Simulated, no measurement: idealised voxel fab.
The process module presented herein is designated voxel double patterning.
Cross-section cut: width 300 nm, square cells of 5 nm.
For the purposes of this document, a cross-section shall be understood as a grid of square cells, specified as bands listed in top-to-bottom order, each band consisting of one or more rows of cells. Heights first: top, then bottom, in nm. Then materials, left to right, each with a width in nm. "everywhere" on a single material: fills the band edge to edge. "empty": empty space. The level at which height equals 0 is the one under which the wafer, as it arrives, is entirely one material. No lower edge exists for the bottom band, which continues downward and is notated as in "0..down". You'd read "30->40" like this: the band's top row of cells is as wide as the first number, its bottom row is as wide as the second, and going down, every row changes width by the same amount as the row before did. "stayed the same", as given for a step, is the statement that not any cell of the cross-section underwent a change during that step. Each empty space that has no open way to the top and spans at least 8 cells appears under "Sealed void inventory" as width x height at distance, the distance counted from the left edge, all in nm. Step line, after settings: the simulator's comment on this step. Steps that use a mask can have "overlay nm" on their line. It says how far the mask sat to the right of where it was meant to be. Negative means to the left.

### So here's the lineup of process steps we planned
- 1: RECEIVE, material Si
- 2: CONFORMAL_DEP, material SiN, thk nm 5
- 3: DIRECTIONAL_DEP, material SiO2, thk nm 20
- 4: DIRECTIONAL_DEP, material SiCN, thk nm 10
- 5: DIRECTIONAL_DEP, material aC, thk nm 10
- 6: PATTERN, tone open, mask id FIRST, material resist, width nm 15, pitch nm 50, thk nm 25, overlay nm 0
- 7: DIRECTIONAL_ETCH, etch materials aC, depth nm 10
- 8: STRIP, etch materials resist
- 9: DIRECTIONAL_ETCH, etch materials SiCN, depth nm 10
- 10: STRIP, etch materials aC
- 11: DIRECTIONAL_DEP, material aC, thk nm 10
- 12: PATTERN, tone open, mask id SECOND, material resist, width nm 15, pitch nm 50, thk nm 30, overlay nm 0
- 13: DIRECTIONAL_ETCH, etch materials aC, depth nm 10
- 14: STRIP, etch materials resist
- 15: DIRECTIONAL_ETCH, etch materials SiCN, depth nm 10
- 16: STRIP, etch materials aC
- 17: DIRECTIONAL_ETCH, etch materials SiO2, depth nm 20
- 18: STRIP, etch materials SiCN

### Run as planned: first of two wafers

### The cross-section here shows the wafer as received, i.e. in its state after step 1
0..down = Si everywhere
Sealed void inventory: none

### Upon completion of step 2, the wafer appears in cross-section as shown
5..0 = SiN everywhere
No changes below 0.

### Upon completion of step 3, the wafer appears in cross-section as shown
25..5 = SiO2 everywhere
No changes below 5.

### Upon completion of step 4, the wafer appears in cross-section as shown
35..25 = SiCN everywhere
No changes below 25.

### Upon completion of step 5, the wafer appears in cross-section as shown
45..35 = aC everywhere
No changes below 35.

### Upon completion of step 6, the wafer appears in cross-section as shown
70..45 = 90 resist / 15 empty / 35 resist / 15 empty / 35 resist / 15 empty / 95 resist
No changes below 45.

### Upon completion of step 7, the wafer appears in cross-section as shown
60..45 = 90 resist / 15 empty / 35 resist / 15 empty / 35 resist / 15 empty / 95 resist
45..35 = 90 aC / 15 empty / 35 aC / 15 empty / 35 aC / 15 empty / 95 aC
No changes below 35.

### Upon completion of step 8, the wafer appears in cross-section as shown
45..35 = 90 aC / 15 empty / 35 aC / 15 empty / 35 aC / 15 empty / 95 aC
No changes below 35.

### Upon completion of step 9, the wafer appears in cross-section as shown
45..35 = 90 aC / 15 empty / 35 aC / 15 empty / 35 aC / 15 empty / 95 aC
35..25 = 90 SiCN / 15 empty / 35 SiCN / 15 empty / 35 SiCN / 15 empty / 95 SiCN
No changes below 25.

### Upon completion of step 10, the wafer appears in cross-section as shown
35..25 = 90 SiCN / 15 empty / 35 SiCN / 15 empty / 35 SiCN / 15 empty / 95 SiCN
No changes below 25.

### Upon completion of step 11, the wafer appears in cross-section as shown
45..35 = 90 aC / 15 empty / 35 aC / 15 empty / 35 aC / 15 empty / 95 aC
35..25 = 90 SiCN / 15 aC / 35 SiCN / 15 aC / 35 SiCN / 15 aC / 95 SiCN
No changes below 25.

### Upon completion of step 12, the wafer appears in cross-section as shown
75..45 = 115 resist / 15 empty / 35 resist / 15 empty / 120 resist
45..35 = 90 aC / 15 resist / 35 aC / 15 resist / 35 aC / 15 resist / 95 aC
No changes below 35.

### Upon completion of step 13, the wafer appears in cross-section as shown
65..45 = 115 resist / 15 empty / 35 resist / 15 empty / 120 resist
45..35 = 90 aC / 15 resist / 10 aC / 15 empty / 10 aC / 15 resist / 10 aC / 15 empty / 10 aC / 15 resist / 95 aC
No changes below 35.

### Upon completion of step 14, the wafer appears in cross-section as shown
45..35 = 90 aC / 15 empty / 10 aC / 15 empty / 10 aC / 15 empty / 10 aC / 15 empty / 10 aC / 15 empty / 95 aC
No changes below 35.

### Upon completion of step 15, the wafer appears in cross-section as shown
45..35 = 90 aC / 15 empty / 10 aC / 15 empty / 10 aC / 15 empty / 10 aC / 15 empty / 10 aC / 15 empty / 95 aC
35..25 = 90 SiCN / 15 aC / 10 SiCN / 15 empty / 10 SiCN / 15 aC / 10 SiCN / 15 empty / 10 SiCN / 15 aC / 95 SiCN
No changes below 25.

### Upon completion of step 16, the wafer appears in cross-section as shown
35..25 = 90 SiCN / 15 empty / 10 SiCN / 15 empty / 10 SiCN / 15 empty / 10 SiCN / 15 empty / 10 SiCN / 15 empty / 95 SiCN
No changes below 25.

### Upon completion of step 17, the wafer appears in cross-section as shown
35..25 = 90 SiCN / 15 empty / 10 SiCN / 15 empty / 10 SiCN / 15 empty / 10 SiCN / 15 empty / 10 SiCN / 15 empty / 95 SiCN
25..5 = 90 SiO2 / 15 empty / 10 SiO2 / 15 empty / 10 SiO2 / 15 empty / 10 SiO2 / 15 empty / 10 SiO2 / 15 empty / 95 SiO2
No changes below 5.

### Upon completion of step 18, the wafer appears in cross-section as shown
25..5 = 90 SiO2 / 15 empty / 10 SiO2 / 15 empty / 10 SiO2 / 15 empty / 10 SiO2 / 15 empty / 10 SiO2 / 15 empty / 95 SiO2
No changes below 5.

### Here the second wafer is described. Its start and its plan were those of the first wafer. Its run contained one mistake. Up to and including step 5, it did exactly what the first wafer did

### Cross-sectional view of the second wafer at the intended end time of process step 6
70..45 = 90 empty / 15 resist / 35 empty / 15 resist / 35 empty / 15 resist / 95 empty
No changes below 45.

### Cross-sectional view of the second wafer at the intended end time of process step 7
60..45 = 90 empty / 15 resist / 35 empty / 15 resist / 35 empty / 15 resist / 95 empty
45..35 = 90 empty / 15 aC / 35 empty / 15 aC / 35 empty / 15 aC / 95 empty
No changes below 35.

### Cross-sectional view of the second wafer at the intended end time of process step 8
45..35 = 90 empty / 15 aC / 35 empty / 15 aC / 35 empty / 15 aC / 95 empty
No changes below 35.

### Cross-sectional view of the second wafer at the intended end time of process step 9
45..35 = 90 empty / 15 aC / 35 empty / 15 aC / 35 empty / 15 aC / 95 empty
35..25 = 90 empty / 15 SiCN / 35 empty / 15 SiCN / 35 empty / 15 SiCN / 95 empty
No changes below 25.

### Cross-sectional view of the second wafer at the intended end time of process step 10
35..25 = 90 empty / 15 SiCN / 35 empty / 15 SiCN / 35 empty / 15 SiCN / 95 empty
No changes below 25.

### Cross-sectional view of the second wafer at the intended end time of process step 11
45..35 = 90 empty / 15 aC / 35 empty / 15 aC / 35 empty / 15 aC / 95 empty
35..25 = 90 aC / 15 SiCN / 35 aC / 15 SiCN / 35 aC / 15 SiCN / 95 aC
No changes below 25.

### Cross-sectional view of the second wafer at the intended end time of process step 12
75..45 = 115 resist / 15 empty / 35 resist / 15 empty / 120 resist
45..35 = 90 resist / 15 aC / 10 resist / 15 empty / 10 resist / 15 aC / 10 resist / 15 empty / 10 resist / 15 aC / 95 resist
No changes below 35.

### Cross-sectional view of the second wafer at the intended end time of process step 13
65..45 = 115 resist / 15 empty / 35 resist / 15 empty / 120 resist
45..35 = 90 resist / 15 aC / 10 resist / 15 empty / 10 resist / 15 aC / 10 resist / 15 empty / 10 resist / 15 aC / 95 resist
35..25 = 90 aC / 15 SiCN / 10 aC / 15 empty / 10 aC / 15 SiCN / 10 aC / 15 empty / 10 aC / 15 SiCN / 95 aC
No changes below 25.

### Cross-sectional view of the second wafer at the intended end time of process step 14
45..35 = 90 empty / 15 aC / 35 empty / 15 aC / 35 empty / 15 aC / 95 empty
No changes below 35.

Cross-sectional view of the second wafer at the intended end time of process step 15: stayed the same

### Cross-sectional view of the second wafer at the intended end time of process step 16
35..25 = 90 empty / 15 SiCN / 35 empty / 15 SiCN / 35 empty / 15 SiCN / 95 empty
No changes below 25.

### Cross-sectional view of the second wafer at the intended end time of process step 17
35..25 = 90 empty / 15 SiCN / 35 empty / 15 SiCN / 35 empty / 15 SiCN / 95 empty
25..5 = 90 empty / 15 SiO2 / 35 empty / 15 SiO2 / 35 empty / 15 SiO2 / 95 empty
No changes below 5.

### Cross-sectional view of the second wafer at the intended end time of process step 18
25..5 = 90 empty / 15 SiO2 / 35 empty / 15 SiO2 / 35 empty / 15 SiO2 / 95 empty
No changes below 5.
Which mistake was made when the wafer was run? step 6 was processed under conditions differing from the plan, specifically as PATTERN, tone cover, mask id FIRST, material resist, width nm 15, pitch nm 50, thk nm 25, overlay nm 0
At the finish, the second wafer shows more or fewer cells for some materials than the first does: SiO2: 144 fewer
